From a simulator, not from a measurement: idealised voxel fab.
Name of the process module below: voxel self aligned contacts
Square cells of 5 nm make up the cross-section cut, whose width is 230 nm.
Cross-section = grid of square cells, listed top down in bands; band = one or more rows. Each band's line starts with the height of the band's top and of its bottom, in nm. Then come its materials from left to right, each with its width in nm. One material with "everywhere" fills the band from edge to edge. "blank" is empty space. Note: height 0 marks the level under which the wafer is uniformly one material as received. Lowest band unbounded below, written "0 and below". Note: "30..40" means the width goes from the first number (top row of the band) to the second number (bottom row) in equal steps per row of cells. Basically "remains unaltered" means that step didn't change any cell in the cross-section. Closed-off voids of 8+ cells (no open route to the top) go in "Closed voids list", written width x height at distance from the left edge, in nm. Text after the settings on a step's line: the simulator's own remark on that step. The setting "overlay nm" may be written on the line of a step. When the step uses a mask, the value reports how far to the right of the planned place the mask lay, and a negative value reports that it lay to the left.
List of planned process steps:
1) RECEIVE: material Si
2) OXIDIZE: depth nm 5
3) DIRECTIONAL_DEP: material polySi, thk nm 30
4) DIRECTIONAL_DEP: material SiN, thk nm 20
5) MASKED_ETCH: tone cover, mask id GATE, width nm 30, pitch nm 75, etch materials SiN, depth nm 20, overlay nm 0
6) MASKED_ETCH: tone cover, mask id GATE, width nm 30, pitch nm 75, etch materials polySi, depth nm 30, overlay nm 0
7) CONFORMAL_DEP: material SiN, thk nm 10
8) DIRECTIONAL_ETCH: etch materials SiN, depth nm 10
9) FILL_DEP: material SiO2, thk nm 15
10) CMP: height nm 55
11) DIRECTIONAL_DEP: material aC, thk nm 15
12) PATTERN: tone open, mask id CONTACT, material resist, width nm 55, pitch nm 75, thk nm 35, overlay nm 0
13) DIRECTIONAL_ETCH: etch materials aC, depth nm 15
14) STRIP: etch materials resist
15) DIRECTIONAL_ETCH: etch materials SiO2, depth nm 60
16) STRIP: etch materials aC
17) CONFORMAL_DEP: material TiN, thk nm 5
18) FILL_DEP: material Ru, thk nm 5
19) CMP: height nm 55
20) CONFORMAL_DEP: material SiCN, thk nm 5
Run as planned: first of two wafers:
The cross-section here shows the wafer as received, i.e. in its state after step 1:
0 and below | Si everywhere
Closed voids list: none
Cross-section of the wafer subsequent to step 2:
0 down to -5 | SiO2 everywhere
Whatever lies below -5 is exactly as it was before.
Cross-section of the wafer subsequent to step 3:
30 down to 0 | polySi everywhere
Whatever lies below 0 is exactly as it was before.
Cross-section of the wafer subsequent to step 4:
50 down to 30 | SiN everywhere
Whatever lies below 30 is exactly as it was before.
Cross-section of the wafer subsequent to step 5:
50 down to 30 | blank: 25; SiN: 30; blank: 45; SiN: 30; blank: 45; SiN: 30; blank: 25
Whatever lies below 30 is exactly as it was before.
Cross-section of the wafer subsequent to step 6:
50 down to 30 | blank: 25; SiN: 30; blank: 45; SiN: 30; blank: 45; SiN: 30; blank: 25
30 down to 0 | blank: 25; polySi: 30; blank: 45; polySi: 30; blank: 45; polySi: 30; blank: 25
Whatever lies below 0 is exactly as it was before.
Cross-section of the wafer subsequent to step 7:
60 down to 30 | blank: 15; SiN: 50; blank: 25; SiN: 50; blank: 25; SiN: 50; blank: 15
30 down to 10 | blank: 15; SiN: 10; polySi: 30; SiN: 10; blank: 25; SiN: 10; polySi: 30; SiN: 10; blank: 25; SiN: 10; polySi: 30; SiN: 10; blank: 15
10 down to 0 | SiN: 25; polySi: 30; SiN: 45; polySi: 30; SiN: 45; polySi: 30; SiN: 25
Whatever lies below 0 is exactly as it was before.
Cross-section of the wafer subsequent to step 8:
50 down to 30 | blank: 15; SiN: 50; blank: 25; SiN: 50; blank: 25; SiN: 50; blank: 15
30 down to 0 | blank: 15; SiN: 10; polySi: 30; SiN: 10; blank: 25; SiN: 10; polySi: 30; SiN: 10; blank: 25; SiN: 10; polySi: 30; SiN: 10; blank: 15
Whatever lies below 0 is exactly as it was before.
Cross-section of the wafer subsequent to step 9:
65 down to 50 | SiO2 everywhere
50 down to 30 | SiO2: 15; SiN: 50; SiO2: 25; SiN: 50; SiO2: 25; SiN: 50; SiO2: 15
30 down to 0 | SiO2: 15; SiN: 10; polySi: 30; SiN: 10; SiO2: 25; SiN: 10; polySi: 30; SiN: 10; SiO2: 25; SiN: 10; polySi: 30; SiN: 10; SiO2: 15
Whatever lies below 0 is exactly as it was before.
Cross-section of the wafer subsequent to step 10:
55 down to 50 | SiO2 everywhere
Whatever lies below 50 is exactly as it was before.
Cross-section of the wafer subsequent to step 11:
70 down to 55 | aC everywhere
Whatever lies below 55 is exactly as it was before.
Cross-section of the wafer subsequent to step 12:
105 down to 70 | resist: 50; blank: 55; resist: 20; blank: 55; resist: 50
Whatever lies below 70 is exactly as it was before.
Cross-section of the wafer subsequent to step 13:
90 down to 70 | resist: 50; blank: 55; resist: 20; blank: 55; resist: 50
70 down to 55 | aC: 50; blank: 55; aC: 20; blank: 55; aC: 50
Whatever lies below 55 is exactly as it was before.
Cross-section of the wafer subsequent to step 14:
70 down to 55 | aC: 50; blank: 55; aC: 20; blank: 55; aC: 50
Whatever lies below 55 is exactly as it was before.
Cross-section of the wafer subsequent to step 15:
70 down to 55 | aC: 50; blank: 55; aC: 20; blank: 55; aC: 50
55 down to 50 | SiO2: 50; blank: 55; SiO2: 20; blank: 55; SiO2: 50
50 down to 30 | SiO2: 15; SiN: 50; blank: 25; SiN: 50; blank: 25; SiN: 50; SiO2: 15
30 down to 0 | SiO2: 15; SiN: 10; polySi: 30; SiN: 10; blank: 25; SiN: 10; polySi: 30; SiN: 10; blank: 25; SiN: 10; polySi: 30; SiN: 10; SiO2: 15
0 down to -5 | SiO2: 65; blank: 25; SiO2: 50; blank: 25; SiO2: 65
Whatever lies below -5 is exactly as it was before.
Cross-section of the wafer subsequent to step 16:
55 down to 50 | SiO2: 50; blank: 55; SiO2: 20; blank: 55; SiO2: 50
Whatever lies below 50 is exactly as it was before.
Cross-section of the wafer subsequent to step 17:
60 down to 55 | TiN: 55; blank: 45; TiN: 30; blank: 45; TiN: 55
55 down to 50 | SiO2: 50; TiN: 20; blank: 15; TiN: 20; SiO2: 20; TiN: 20; blank: 15; TiN: 20; SiO2: 50
50 down to 30 | SiO2: 15; SiN: 50; TiN: 5; blank: 15; TiN: 5; SiN: 50; TiN: 5; blank: 15; TiN: 5; SiN: 50; SiO2: 15
30 down to 0 | SiO2: 15; SiN: 10; polySi: 30; SiN: 10; TiN: 5; blank: 15; TiN: 5; SiN: 10; polySi: 30; SiN: 10; TiN: 5; blank: 15; TiN: 5; SiN: 10; polySi: 30; SiN: 10; SiO2: 15
0 down to -5 | SiO2: 65; TiN: 25; SiO2: 50; TiN: 25; SiO2: 65
Whatever lies below -5 is exactly as it was before.
Cross-section of the wafer subsequent to step 18:
65 down to 60 | Ru everywhere
60 down to 55 | TiN: 55; Ru: 45; TiN: 30; Ru: 45; TiN: 55
55 down to 50 | SiO2: 50; TiN: 20; Ru: 15; TiN: 20; SiO2: 20; TiN: 20; Ru: 15; TiN: 20; SiO2: 50
50 down to 30 | SiO2: 15; SiN: 50; TiN: 5; Ru: 15; TiN: 5; SiN: 50; TiN: 5; Ru: 15; TiN: 5; SiN: 50; SiO2: 15
30 down to 0 | SiO2: 15; SiN: 10; polySi: 30; SiN: 10; TiN: 5; Ru: 15; TiN: 5; SiN: 10; polySi: 30; SiN: 10; TiN: 5; Ru: 15; TiN: 5; SiN: 10; polySi: 30; SiN: 10; SiO2: 15
Whatever lies below 0 is exactly as it was before.
Cross-section of the wafer subsequent to step 19:
55 down to 50 | SiO2: 50; TiN: 20; Ru: 15; TiN: 20; SiO2: 20; TiN: 20; Ru: 15; TiN: 20; SiO2: 50
Whatever lies below 50 is exactly as it was before.
Cross-section of the wafer subsequent to step 20:
60 down to 55 | SiCN everywhere
Whatever lies below 55 is exactly as it was before.
Second of two: same start, same plan, one run error; steps up to and including 2 match the first:
Second wafer shown in cross-section at the time step 3 was slated to end:
30 down to -5 | SiO2 everywhere
Whatever lies below -5 is exactly as it was before.
Second wafer shown in cross-section at the time step 4 was slated to end:
50 down to 30 | SiN everywhere
Whatever lies below 30 is exactly as it was before.
Second wafer shown in cross-section at the time step 5 was slated to end:
50 down to 30 | blank: 25; SiN: 30; blank: 45; SiN: 30; blank: 45; SiN: 30; blank: 25
Whatever lies below 30 is exactly as it was before.
Second wafer shown in cross-section at the time step 6 was slated to end: remains unaltered
Second wafer shown in cross-section at the time step 7 was slated to end:
60 down to 40 | blank: 15; SiN: 50; blank: 25; SiN: 50; blank: 25; SiN: 50; blank: 15
40 down to 30 | SiN everywhere
Whatever lies below 30 is exactly as it was before.
Second wafer shown in cross-section at the time step 8 was slated to end:
50 down to 30 | blank: 15; SiN: 50; blank: 25; SiN: 50; blank: 25; SiN: 50; blank: 15
Whatever lies below 30 is exactly as it was before.
Second wafer shown in cross-section at the time step 9 was slated to end:
65 down to 50 | SiO2 everywhere
50 down to 30 | SiO2: 15; SiN: 50; SiO2: 25; SiN: 50; SiO2: 25; SiN: 50; SiO2: 15
Whatever lies below 30 is exactly as it was before.
Second wafer shown in cross-section at the time step 10 was slated to end:
55 down to 50 | SiO2 everywhere
Whatever lies below 50 is exactly as it was before.
Second wafer shown in cross-section at the time step 11 was slated to end:
70 down to 55 | aC everywhere
Whatever lies below 55 is exactly as it was before.
Second wafer shown in cross-section at the time step 12 was slated to end:
105 down to 70 | resist: 50; blank: 55; resist: 20; blank: 55; resist: 50
Whatever lies below 70 is exactly as it was before.
Second wafer shown in cross-section at the time step 13 was slated to end:
90 down to 70 | resist: 50; blank: 55; resist: 20; blank: 55; resist: 50
70 down to 55 | aC: 50; blank: 55; aC: 20; blank: 55; aC: 50
Whatever lies below 55 is exactly as it was before.
Second wafer shown in cross-section at the time step 14 was slated to end:
70 down to 55 | aC: 50; blank: 55; aC: 20; blank: 55; aC: 50
Whatever lies below 55 is exactly as it was before.
Second wafer shown in cross-section at the time step 15 was slated to end:
70 down to 55 | aC: 50; blank: 55; aC: 20; blank: 55; aC: 50
55 down to 50 | SiO2: 50; blank: 55; SiO2: 20; blank: 55; SiO2: 50
50 down to 30 | SiO2: 15; SiN: 50; blank: 25; SiN: 50; blank: 25; SiN: 50; SiO2: 15
30 down to -5 | SiO2: 65; blank: 25; SiO2: 50; blank: 25; SiO2: 65
Whatever lies below -5 is exactly as it was before.
Second wafer shown in cross-section at the time step 16 was slated to end:
55 down to 50 | SiO2: 50; blank: 55; SiO2: 20; blank: 55; SiO2: 50
Whatever lies below 50 is exactly as it was before.
Second wafer shown in cross-section at the time step 17 was slated to end:
60 down to 55 | TiN: 55; blank: 45; TiN: 30; blank: 45; TiN: 55
55 down to 50 | SiO2: 50; TiN: 20; blank: 15; TiN: 20; SiO2: 20; TiN: 20; blank: 15; TiN: 20; SiO2: 50
50 down to 30 | SiO2: 15; SiN: 50; TiN: 5; blank: 15; TiN: 5; SiN: 50; TiN: 5; blank: 15; TiN: 5; SiN: 50; SiO2: 15
30 down to 0 | SiO2: 65; TiN: 5; blank: 15; TiN: 5; SiO2: 50; TiN: 5; blank: 15; TiN: 5; SiO2: 65
0 down to -5 | SiO2: 65; TiN: 25; SiO2: 50; TiN: 25; SiO2: 65
Whatever lies below -5 is exactly as it was before.
Second wafer shown in cross-section at the time step 18 was slated to end:
65 down to 60 | Ru everywhere
60 down to 55 | TiN: 55; Ru: 45; TiN: 30; Ru: 45; TiN: 55
55 down to 50 | SiO2: 50; TiN: 20; Ru: 15; TiN: 20; SiO2: 20; TiN: 20; Ru: 15; TiN: 20; SiO2: 50
50 down to 30 | SiO2: 15; SiN: 50; TiN: 5; Ru: 15; TiN: 5; SiN: 50; TiN: 5; Ru: 15; TiN: 5; SiN: 50; SiO2: 15
30 down to 0 | SiO2: 65; TiN: 5; Ru: 15; TiN: 5; SiO2: 50; TiN: 5; Ru: 15; TiN: 5; SiO2: 65
Whatever lies below 0 is exactly as it was before.
Second wafer shown in cross-section at the time step 19 was slated to end:
55 down to 50 | SiO2: 50; TiN: 20; Ru: 15; TiN: 20; SiO2: 20; TiN: 20; Ru: 15; TiN: 20; SiO2: 50
Whatever lies below 50 is exactly as it was before.
Second wafer shown in cross-section at the time step 20 was slated to end:
60 down to 55 | SiCN everywhere
Whatever lies below 55 is exactly as it was before.
Against the plan, the run slipped here: step 3 ran with different settings than intended, the actual operation and settings being DIRECTIONAL_DEP: material SiO2, thk nm 30
Looking at both finished wafers in cells, the second ends up ahead of or behind the first on some materials: SiN -72 | SiO2 +180 | polySi -108
